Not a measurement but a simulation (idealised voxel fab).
process module | voxel double patterning
Shown is cross-section cut, with a width of 210 nm and square cells of size 5 nm.
We lay out every cross-section as a grid of square cells and spell it out in bands from the top down, where one band means one or more rows of cells.
First you get the band's top height and its bottom height, in nm, and then the materials it's made of, left to right, with each width in nm. If you see a single material with "full width", that one covers the band edge to edge. "air" is empty space.
Heights are reckoned from 0. Under this level, the received wafer is all of one material. The bottommost band is open-ended downward, for example "0..down".
Note: "30 to 40" means the width goes from the first number (top row of the band) to the second number (bottom row) in equal steps per row of cells.
"no modification" means the step left every cell of the cross-section as it was.
"Closed voids list" contains a list of empty spaces, each no smaller than 8 cells and without an open way to the top, written in the form width x height at distance with the distance from the left edge and all three in nm.
On each step's line, the part that comes after the settings is the simulator's own comment on the step.
Each step line may optionally specify "overlay nm", which for a step with a mask gives the rightward distance between the mask's planned place and where it lay, a negative value indicating the leftward direction.

These are the steps we planned for the process:
step 1: op RECEIVE | material Si
step 2: op CONFORMAL_DEP | material SiN | thk nm 10
step 3: op DIRECTIONAL_DEP | material SiO2 | thk nm 10
step 4: op DIRECTIONAL_DEP | material SiCN | thk nm 10
step 5: op MASKED_ETCH | tone open | mask id FIRST | width nm 15 | pitch nm 50 | etch materials SiCN | depth nm 10 | overlay nm 0
step 6: op MASKED_ETCH | tone open | mask id SECOND | width nm 15 | pitch nm 50 | etch materials SiCN | depth nm 10 | overlay nm 0
step 7: op DIRECTIONAL_ETCH | etch materials SiO2 | depth nm 10
step 8: op STRIP | etch materials SiCN

Below: the first of two wafers, run as planned:

Wafer at receipt (post step 1), cross-section:
0..down | Si full width
Closed voids list: none

Step 2 complete: cross-section through the wafer:
10..0 | SiN full width
Below 0 it's all the same as before, nothing changed down there.

Step 3 complete: cross-section through the wafer:
20..10 | SiO2 full width
Below 10 it's all the same as before, nothing changed down there.

Step 4 complete: cross-section through the wafer:
30..20 | SiCN full width
Below 20 it's all the same as before, nothing changed down there.

Step 5 complete: cross-section through the wafer:
30..20 | SiCN 45 / air 15 / SiCN 35 / air 15 / SiCN 35 / air 15 / SiCN 50
Below 20 it's all the same as before, nothing changed down there.

Step 6 complete: cross-section through the wafer:
30..20 | SiCN 45 / air 15 / SiCN 10 / air 15 / SiCN 10 / air 15 / SiCN 10 / air 15 / SiCN 10 / air 15 / SiCN 50
Below 20 it's all the same as before, nothing changed down there.

Step 7 complete: cross-section through the wafer:
30..20 | SiCN 45 / air 15 / SiCN 10 / air 15 / SiCN 10 / air 15 / SiCN 10 / air 15 / SiCN 10 / air 15 / SiCN 50
20..10 | SiO2 45 / air 15 / SiO2 10 / air 15 / SiO2 10 / air 15 / SiO2 10 / air 15 / SiO2 10 / air 15 / SiO2 50
Below 10 it's all the same as before, nothing changed down there.

Step 8 complete: cross-section through the wafer:
20..10 | SiO2 45 / air 15 / SiO2 10 / air 15 / SiO2 10 / air 15 / SiO2 10 / air 15 / SiO2 10 / air 15 / SiO2 50
Below 10 it's all the same as before, nothing changed down there.

Second wafer: like start, like plan, one mistake. Through step 2 it matches the first wafer:

Cross-section of the second wafer when, according to plan, step 3 should have finished:
15..10 | SiO2 full width
Below 10 it's all the same as before, nothing changed down there.

Cross-section of the second wafer when, according to plan, step 4 should have finished:
25..15 | SiCN full width
Below 15 it's all the same as before, nothing changed down there.

Cross-section of the second wafer when, according to plan, step 5 should have finished:
25..15 | SiCN 45 / air 15 / SiCN 35 / air 15 / SiCN 35 / air 15 / SiCN 50
Below 15 it's all the same as before, nothing changed down there.

Cross-section of the second wafer when, according to plan, step 6 should have finished:
25..15 | SiCN 45 / air 15 / SiCN 10 / air 15 / SiCN 10 / air 15 / SiCN 10 / air 15 / SiCN 10 / air 15 / SiCN 50
Below 15 it's all the same as before, nothing changed down there.

Cross-section of the second wafer when, according to plan, step 7 should have finished:
25..15 | SiCN 45 / air 15 / SiCN 10 / air 15 / SiCN 10 / air 15 / SiCN 10 / air 15 / SiCN 10 / air 15 / SiCN 50
15..10 | SiO2 45 / air 15 / SiO2 10 / air 15 / SiO2 10 / air 15 / SiO2 10 / air 15 / SiO2 10 / air 15 / SiO2 50
Below 10 it's all the same as before, nothing changed down there.

Cross-section of the second wafer when, according to plan, step 8 should have finished:
15..10 | SiO2 45 / air 15 / SiO2 10 / air 15 / SiO2 10 / air 15 / SiO2 10 / air 15 / SiO2 10 / air 15 / SiO2 50
Below 10 it's all the same as before, nothing changed down there.
So what did we get wrong on this run? step 3 ran differently from the plan; actual operation with settings: op DIRECTIONAL_DEP | material SiO2 | thk nm 5
The closing comparison, in cells, has the second wafer with more or fewer of some materials than the first: SiO2: 27 fewer
